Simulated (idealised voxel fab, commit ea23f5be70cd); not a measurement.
Process module name: voxel trench capacitor
The cross-section shown here is cut; it is 160 nm wide and divided into square cells measuring 5 nm on a side.
Throughout this document, each cross-section is represented as a grid of square cells and is presented as a sequence of bands enumerated from the top downward, where a band comprises one or more rows of cells.
Each band's line starts with the height of the band's top and of its bottom, in nm. Then come its materials from left to right, each with its width in nm. One material with "throughout" fills the band from edge to edge. "empty" is empty space.
Heights from 0 (as-received wafer is one material below). Bottom band endless downward, as "0 nm and below".
The width entry "30->40" should be interpreted row by row: the top row of cells in the band takes the first number, the bottom row takes the second number, and the change between adjacent rows is uniform throughout.
You'll sometimes find "changes: none" written for a step, and that's the way of saying that nowhere in the cross-section did a cell change during that step.
Each empty space that has no open way to the top and spans at least 8 cells appears under "Fully sealed voids" as width x height at distance, the distance counted from the left edge, all in nm.
Heads up: the bit after the settings on a step's line is the simulator's remark on that step.
overlay nm: for a step with a mask, the amount by which the mask lay right of where it was planned; a negative amount means left of it.
Set out below are the planned steps of the process:
1,RECEIVE | material Si
2,CONFORMAL_DEP | material SiN | thk nm 10
3,MASKED_ETCH | tone open | mask id TRENCH | width nm 20 | pitch nm 35 | etch materials SiN | depth nm 10 | overlay nm 0
4,MASKED_ETCH | tone open | mask id TRENCH | width nm 20 | pitch nm 35 | etch materials Si | depth nm 35 | overlay nm 0
5,CONFORMAL_DEP | material SiO2 | thk nm 5
6,FILL_DEP | material polySi | thk nm 10
7,CMP | height nm 10
Cross-sectional view of the wafer in its as-received condition, corresponding to the state after step 1:
- 0 nm and below | Si throughout
- Fully sealed voids: none
Starting wafer: above. Plan: above. Run: one mistake. Cross-section after the module: below:
- 10 nm to 0 nm | 40 of SiN | 5 of SiO2 | 5 of polySi | 5 of SiO2 | 20 of SiN | 5 of SiO2 | 5 of polySi | 5 of SiO2 | 20 of SiN | 5 of SiO2 | 5 of polySi | 5 of SiO2 | 35 of SiN
- 0 nm to -30 nm | 40 of Si | 5 of SiO2 | 5 of polySi | 5 of SiO2 | 20 of Si | 5 of SiO2 | 5 of polySi | 5 of SiO2 | 20 of Si | 5 of SiO2 | 5 of polySi | 5 of SiO2 | 35 of Si
- -30 nm to -35 nm | 40 of Si | 15 of SiO2 | 20 of Si | 15 of SiO2 | 20 of Si | 15 of SiO2 | 35 of Si
- -35 nm and below | Si throughout
- Fully sealed voids: none
Misprocessing identified: off-plan run, step 3, actual operation and settings MASKED_ETCH | tone open | mask id TRENCH | width nm 15 | pitch nm 35 | etch materials SiN | depth nm 10 | overlay nm 0
